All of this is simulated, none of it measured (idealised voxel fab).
A process module follows: voxel spacer lines.
Pictured: cross-section cut, 225 nm wide, on a grid of 5 nm square cells.
When this document writes out a cross-section, it uses a grid of square cells and lists it as bands, beginning at the top and moving down, with a band standing for one or more rows of cells. Band: top and bottom heights (nm) first, top before bottom; then materials from left to right, widths in nm. "all across" marks a sole material filling the band edge to edge. "empty" denotes empty space. Basically, 0 is our baseline, since under it the wafer straight out of the box is all one material. The bottom band has no lower end and keeps on going down, so it looks like "0 -> down". Top row gets the first number, bottom row gets the second, and each row in between changes by the same step: that is how a band width like "30 to 40" works. "no modifications" after a step means that no cell of the cross-section changed. Enclosed voids (no open way to top), threshold 8 cells or more, entry "Enclosed void entries", notation width x height at distance, distance from left edge, nm. The remark found on a step's line after its settings is issued by the simulator itself and pertains to that step. overlay nm: how far to the right of its planned place the mask lay on this masked step (negative: to the left).
### This section lists the process steps that were planned
step 1: RECEIVE [material Si]
step 2: CONFORMAL_DEP [material SiO2] [thk nm 5]
step 3: DIRECTIONAL_DEP [material polySi] [thk nm 20]
step 4: DIRECTIONAL_DEP [material aC] [thk nm 25]
step 5: PATTERN [tone cover] [mask id MANDREL] [material resist] [width nm 15] [pitch nm 60] [thk nm 30] [overlay nm 0]
step 6: DIRECTIONAL_ETCH [etch materials aC] [depth nm 25]
step 7: STRIP [etch materials resist]
step 8: CONFORMAL_DEP [material SiN] [thk nm 15]
step 9: DIRECTIONAL_ETCH [etch materials SiN] [depth nm 15]
step 10: STRIP [etch materials aC]
step 11: DIRECTIONAL_ETCH [etch materials polySi] [depth nm 20]
step 12: STRIP [etch materials SiN]
### Wafer as received: cross-section following step 1
    0 -> down  Si all across
    Enclosed void entries: none
### What the wafer looks like in cross-section after this module, when it starts as shown above and follows the plan above but one mistake is made in running it
    25 -> 5  70 of empty, then 15 of polySi, then 15 of empty, then 15 of polySi, then 15 of empty, then 15 of polySi, then 15 of empty, then 15 of polySi, then 50 of empty
    5 -> 0  SiO2 all across
    0 -> down  Si all across
    Enclosed void entries: none
What broke from the plan during processing? step 5, actual vs plan mismatch, actual run PATTERN [tone cover] [mask id MANDREL] [material resist] [width nm 15] [pitch nm 60] [thk nm 30] [overlay nm 10]
